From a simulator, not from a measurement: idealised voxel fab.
The following is a process module called voxel wiring stack.
Displayed cross-section: cut, width of 230 nm, square cells sized 5 nm.
Reading order for cross-sections: top band down to bottom band. Underlying form: a grid of square cells. Band size: one or more rows of cells.
For a band, the entry starts with two heights in nm, that of the top and then that of the bottom, and carries on with the band's materials in order from left to right, each alongside its width in nm; the word "edge to edge" beside a single material means it fills the band edge to edge, and "air" means empty space.
Ref level 0: as-received wafer is one material below here. Bottom band extends down with no lower bound ("from 0 down").
Width: "30 to 40" (first number = top row, second number = bottom row, same change from row to row of cells).
Step note "nothing got changed" = no cross-section cell changed.
In "Sealed-off cavities" the enclosed voids are listed, meaning empty spaces of 8 cells or larger without any opening to the top. The form is width x height at distance, distance from the left edge, units nm.
Post-settings text on a step line: simulator's own remark regarding the step.
On any step carrying a mask, the "overlay nm" setting, if present on the step's line, tells how far right of its planned place the mask lay; negative values point to the left.

Plan
1) RECEIVE [material Si]
2) CONFORMAL_DEP [material SiO2] [thk nm 15]
3) CONFORMAL_DEP [material SiN] [thk nm 5]
4) DIRECTIONAL_DEP [material SiO2] [thk nm 20]
5) DIRECTIONAL_DEP [material aC] [thk nm 10]
6) PATTERN [tone open] [mask id METAL_1] [material resist] [width nm 20] [pitch nm 50] [thk nm 25] [overlay nm 0]
7) DIRECTIONAL_ETCH [etch materials aC] [depth nm 10]
8) STRIP [etch materials resist]
9) DIRECTIONAL_ETCH [etch materials SiO2] [depth nm 20]
10) DIRECTIONAL_ETCH [etch materials SiN] [depth nm 5]
11) STRIP [etch materials aC]
12) CONFORMAL_DEP [material TiN] [thk nm 5]
13) FILL_DEP [material W] [thk nm 10]
14) CMP [height nm 40]
15) EPI [material Ru] [thk nm 5]
16) FILL_DEP [material SiCN] [thk nm 5]
17) DIRECTIONAL_DEP [material lowk] [thk nm 30]
18) MASKED_ETCH [tone open] [mask id METAL_2_HOLES] [width nm 15] [pitch nm 50] [etch materials lowk] [depth nm 30] [overlay nm 0]
19) MASKED_ETCH [tone open] [mask id METAL_2] [width nm 20] [pitch nm 50] [etch materials lowk] [depth nm 15] [overlay nm 0]
20) MASKED_ETCH [tone open] [mask id METAL_2] [width nm 20] [pitch nm 50] [etch materials SiCN] [depth nm 5] [overlay nm 0]
21) CONFORMAL_DEP [material TiN] [thk nm 5]
22) FILL_DEP [material Cu] [thk nm 5]
23) CMP [height nm 80]
24) CONFORMAL_DEP [material SiCN] [thk nm 5]
25) DIRECTIONAL_DEP [material lowk] [thk nm 25]
26) PATTERN [tone open] [mask id METAL_3] [material resist] [width nm 20] [pitch nm 50] [thk nm 20] [overlay nm 0]
27) DIRECTIONAL_ETCH [etch materials lowk] [depth nm 15]
28) STRIP [etch materials resist]
29) PATTERN [tone open] [mask id METAL_3_HOLES] [material resist] [width nm 15] [pitch nm 50] [thk nm 20] [overlay nm 0]
30) DIRECTIONAL_ETCH [etch materials lowk] [depth nm 10]
31) DIRECTIONAL_ETCH [etch materials SiCN] [depth nm 5]
32) STRIP [etch materials resist]
33) CONFORMAL_DEP [material TiN] [thk nm 5]
34) FILL_DEP [material Ru] [thk nm 10]
35) CMP [height nm 110]
36) CONFORMAL_DEP [material SiN] [thk nm 5]

Wafer as received: cross-section following step 1
  from 0 down  Si edge to edge
  Sealed-off cavities: none

The module was run from the start shown above using the plan shown above, but one mistake was made doing it; the resulting wafer cross-section is below
  from 115 to 110  SiN edge to edge
  from 110 to 100  80 of lowk, 5 of TiN, 10 of Ru, 5 of TiN, 30 of lowk, 5 of TiN, 10 of Ru, 5 of TiN, 80 of lowk
  from 100 to 95  80 of lowk, 5 of TiN, 5 of Ru, 10 of TiN, 30 of lowk, 5 of TiN, 5 of Ru, 10 of TiN, 80 of lowk
  from 95 to 85  80 of lowk, 5 of TiN, 5 of Ru, 5 of TiN, 35 of lowk, 5 of TiN, 5 of Ru, 5 of TiN, 85 of lowk
  from 85 to 75  80 of SiCN, 15 to 20 of TiN, 35 to 30 of SiCN, 15 to 20 of TiN, 85 to 80 of SiCN
  from 75 to 70  75 of SiCN, 30 of lowk, 20 of SiCN, 30 of lowk, 75 of SiCN
  from 70 to 45  lowk edge to edge
  from 45 to 40  75 of lowk, 30 of Ru, 20 of lowk, 30 of Ru, 75 of lowk
  from 40 to 20  80 of SiO2, 5 of TiN, 10 of W, 5 of TiN, 30 of SiO2, 5 of TiN, 10 of W, 5 of TiN, 80 of SiO2
  from 20 to 15  80 of SiN, 20 of TiN, 30 of SiN, 20 of TiN, 80 of SiN
  from 15 to 0  SiO2 edge to edge
  from 0 down  Si edge to edge
  Sealed-off cavities: none
Against the plan, the run slipped here: the processing plan was not followed for steps 16 and 17, which were run with their positions exchanged
